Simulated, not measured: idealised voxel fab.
Proc. module: voxel transistor to metal
The cross-section shown here is cut; it is 210 nm wide and divided into square cells measuring 5 nm on a side.
For the purposes of this document, a cross-section shall be understood as a grid of square cells, specified as bands listed in top-to-bottom order, each band consisting of one or more rows of cells. Look at the band entry: it leads with the top's height and the bottom's height in nm. Then it lists the materials left to right, with a width in nm for each. The word "throughout" on a single material says that material fills the band edge to edge. The word "empty" is empty space. Convention: height 0 is the level below which the wafer, as received, is all one material. The lowest band does not terminate at the bottom but continues downward, represented as "0 and below". The two numbers in a width such as "30 to 40" mark its ends across the band: the first belongs to the top row of cells, the second to the bottom row, and from each row to the next the width moves by the same amount. Any step labelled "no modification" changed none of the cells in the cross-section. "Sealed internal voids" means: voids of 8 cells or more that are shut off from the top with no open way through. Written width x height at distance, distance from the left edge, in nm. Read whatever lies past the settings on a step's line as the simulator's own remark about the step. The optional step-line setting "overlay nm" applies to steps with a mask and quantifies how far to the right of its planned location the mask lay, a negative value indicating leftward placement.
-- The following list gives the planned process steps
1,RECEIVE, material Si
2,CONFORMAL_DEP, material SiO2, thk nm 5
3,CONFORMAL_DEP, material SiN, thk nm 10
4,MASKED_ETCH, tone cover, mask id ACTIVE, width nm 110, etch materials SiN, depth nm 10, overlay nm 0
5,MASKED_ETCH, tone cover, mask id ACTIVE, width nm 100, etch materials SiO2, depth nm 5, overlay nm 0
6,MASKED_ETCH, tone cover, mask id ACTIVE, width nm 110, etch materials Si, depth nm 25, overlay nm 0
7,FILL_DEP, material SiO2, thk nm 10
8,CMP, height nm 15
9,SELECTIVE_ETCH, etch materials SiO2, depth nm 5
10,STRIP, etch materials SiN
11,SELECTIVE_ETCH, etch materials SiO2, depth nm 5
12,OXIDIZE, depth nm 5
13,DIRECTIONAL_DEP, material polySi, thk nm 25
14,DIRECTIONAL_DEP, material SiCN, thk nm 15
15,MASKED_ETCH, tone cover, mask id GATE, width nm 30, etch materials SiCN, depth nm 25, overlay nm 0
16,MASKED_ETCH, tone cover, mask id GATE, width nm 30, etch materials polySi, depth nm 35, overlay nm 0
17,CONFORMAL_DEP, material SiN, thk nm 5
18,DIRECTIONAL_ETCH, etch materials SiN, depth nm 5
19,DIRECTIONAL_ETCH, etch materials SiO2, depth nm 5
20,DIRECTIONAL_ETCH, etch materials Si, depth nm 15
21,EPI, material pSi, thk nm 15
22,FILL_DEP, material SiO2, thk nm 5
23,CMP, height nm 25
24,STRIP, etch materials polySi
25,SELECTIVE_ETCH, etch materials SiO2, depth nm 5
26,CONFORMAL_DEP, material HfO2, thk nm 5
27,CONFORMAL_DEP, material TiN, thk nm 5
28,FILL_DEP, material W, thk nm 5
29,CMP, height nm 20
30,DIRECTIONAL_DEP, material SiO2, thk nm 15
31,DIRECTIONAL_DEP, material aC, thk nm 15
32,PATTERN, tone open, mask id CONTACT, material resist, width nm 15, pitch nm 75, thk nm 35, overlay nm 0
33,DIRECTIONAL_ETCH, etch materials aC, depth nm 15
34,STRIP, etch materials resist
35,DIRECTIONAL_ETCH, etch materials SiO2, depth nm 40
36,STRIP, etch materials aC
37,CONFORMAL_DEP, material TiN, thk nm 5
38,FILL_DEP, material Ru, thk nm 10
39,CMP, height nm 35
40,CONFORMAL_DEP, material SiCN, thk nm 5
41,DIRECTIONAL_DEP, material lowk, thk nm 25
42,MASKED_ETCH, tone open, mask id METAL_1, width nm 15, pitch nm 75, etch materials lowk, depth nm 25, overlay nm 0
43,MASKED_ETCH, tone open, mask id METAL_1, width nm 15, pitch nm 75, etch materials SiCN, depth nm 5, overlay nm 0
44,CONFORMAL_DEP, material TiN, thk nm 5
45,FILL_DEP, material Cu, thk nm 10
46,CMP, height nm 65
47,CONFORMAL_DEP, material SiN, thk nm 5
The plan shows the width nm of step 5 as the first wafer had it; this setting differs between the wafers, which start out alike.
-- Here's the first of the wafers in cross-section, just as we got it, i.e. after step 1
- 0 and below = Si throughout
- Sealed internal voids: none
-- Cross-section of the first of several wafers once the module has run through its last step, step 47
- 70 down to 65 = SiN throughout
- 65 down to 40 = lowk (60), TiN (5), Cu (5), TiN (5), lowk (60), TiN (5), Cu (5), TiN (5), lowk (60)
- 40 down to 35 = SiCN (60), TiN (15), SiCN (60), TiN (15), SiCN (60)
- 35 down to 20 = SiO2 (60), TiN (5), Ru (5), TiN (5), SiO2 (60), TiN (5), Ru (5), TiN (5), SiO2 (60)
- 20 down to 15 = SiO2 (60), TiN (5), Ru (5), TiN (5), SiO2 (10), SiN (5), HfO2 (5), TiN (5), W (10), TiN (5), HfO2 (5), SiN (5), SiO2 (10), TiN (5), Ru (5), TiN (5), SiO2 (60)
- 15 down to 10 = SiO2 (60), TiN (15), SiO2 (10), SiN (5), HfO2 (5), TiN (5), W (10), TiN (5), HfO2 (5), SiN (5), SiO2 (10), TiN (15), SiO2 (60)
- 10 down to 5 = SiO2 (60), TiN (10), pSi (15), SiN (5), HfO2 (5), TiN (5), W (10), TiN (5), HfO2 (5), SiN (5), pSi (15), TiN (10), SiO2 (60)
- 5 down to 0 = SiO2 (45), SiN (5), SiO2 (10), TiN (10), pSi (15), SiN (5), HfO2 (5), TiN (20), HfO2 (5), SiN (5), pSi (15), TiN (10), SiO2 (10), SiN (5), SiO2 (45)
- 0 down to -5 = SiO2 (60), TiN (10), pSi (15), HfO2 (40), pSi (15), TiN (10), SiO2 (60)
- -5 down to -20 = SiO2 (50), pSi (35), Si (40), pSi (35), SiO2 (50)
- -20 down to -25 = SiO2 (50), Si (110), SiO2 (50)
- -25 and below = Si throughout
- Sealed internal voids: none
-- Final wafer of several, shown in cross-section at the end of the module
- 70 down to 65 = SiN throughout
- 65 down to 40 = lowk (60), TiN (5), Cu (5), TiN (5), lowk (60), TiN (5), Cu (5), TiN (5), lowk (60)
- 40 down to 35 = SiCN (60), TiN (15), SiCN (60), TiN (15), SiCN (60)
- 35 down to 20 = SiO2 (60), TiN (5), Ru (5), TiN (5), SiO2 (60), TiN (5), Ru (5), TiN (5), SiO2 (60)
- 20 down to 15 = SiO2 (60), TiN (5), Ru (5), TiN (5), SiO2 (10), SiN (5), HfO2 (5), TiN (5), W (10), TiN (5), HfO2 (5), SiN (5), SiO2 (10), TiN (5), Ru (5), TiN (5), SiO2 (60)
- 15 down to 10 = SiO2 (60), TiN (15), SiO2 (10), SiN (5), HfO2 (5), TiN (5), W (10), TiN (5), HfO2 (5), SiN (5), SiO2 (10), TiN (15), SiO2 (60)
- 10 down to 5 = SiO2 (45), pSi (20), TiN (5), pSi (15), SiN (5), HfO2 (5), TiN (5), W (10), TiN (5), HfO2 (5), SiN (5), pSi (15), TiN (5), pSi (20), SiO2 (45)
- 5 down to 0 = SiO2 (45), SiN (5), pSi (15), TiN (5), pSi (15), SiN (5), HfO2 (5), TiN (20), HfO2 (5), SiN (5), pSi (15), TiN (5), pSi (15), SiN (5), SiO2 (45)
- 0 down to -5 = SiO2 (50), pSi (15), TiN (5), pSi (15), HfO2 (40), pSi (15), TiN (5), pSi (15), SiO2 (50)
- -5 down to -20 = SiO2 (45), Si (5), pSi (35), Si (40), pSi (35), Si (10), SiO2 (40)
- -20 down to -25 = SiO2 (45), Si (125), SiO2 (40)
- -25 and below = Si throughout
- Sealed internal voids: none
-- So in this table every wafer gets its own row, and what you see is where it stands at the end of the module: for each material, how many cells it picked up (+) or gave up (-) since we received it, and after that its closed voids
width nm 100 | +10 Cu | +16 HfO2 | +8 Ru | -164 Si | +36 SiCN | +52 SiN | +314 SiO2 | +70 TiN | +6 W | +180 lowk | +60 pSi | Sealed internal voids: none
width nm 105 | +10 Cu | +16 HfO2 | +8 Ru | -164 Si | +36 SiCN | +52 SiN | +314 SiO2 | +70 TiN | +6 W | +180 lowk | +60 pSi | Sealed internal voids: none
width nm 110 | +10 Cu | +16 HfO2 | +8 Ru | -164 Si | +36 SiCN | +52 SiN | +314 SiO2 | +70 TiN | +6 W | +180 lowk | +60 pSi | Sealed internal voids: none
width nm 115 | +10 Cu | +16 HfO2 | +8 Ru | -160 Si | +36 SiCN | +52 SiN | +303 SiO2 | +67 TiN | +6 W | +180 lowk | +70 pSi | Sealed internal voids: none
width nm 120 | +10 Cu | +16 HfO2 | +8 Ru | -156 Si | +36 SiCN | +52 SiN | +292 SiO2 | +64 TiN | +6 W | +180 lowk | +80 pSi | Sealed internal voids: none
width nm 125 | +10 Cu | +16 HfO2 | +8 Ru | -152 Si | +36 SiCN | +52 SiN | +288 SiO2 | +64 TiN | +6 W | +180 lowk | +80 pSi | Sealed internal voids: none
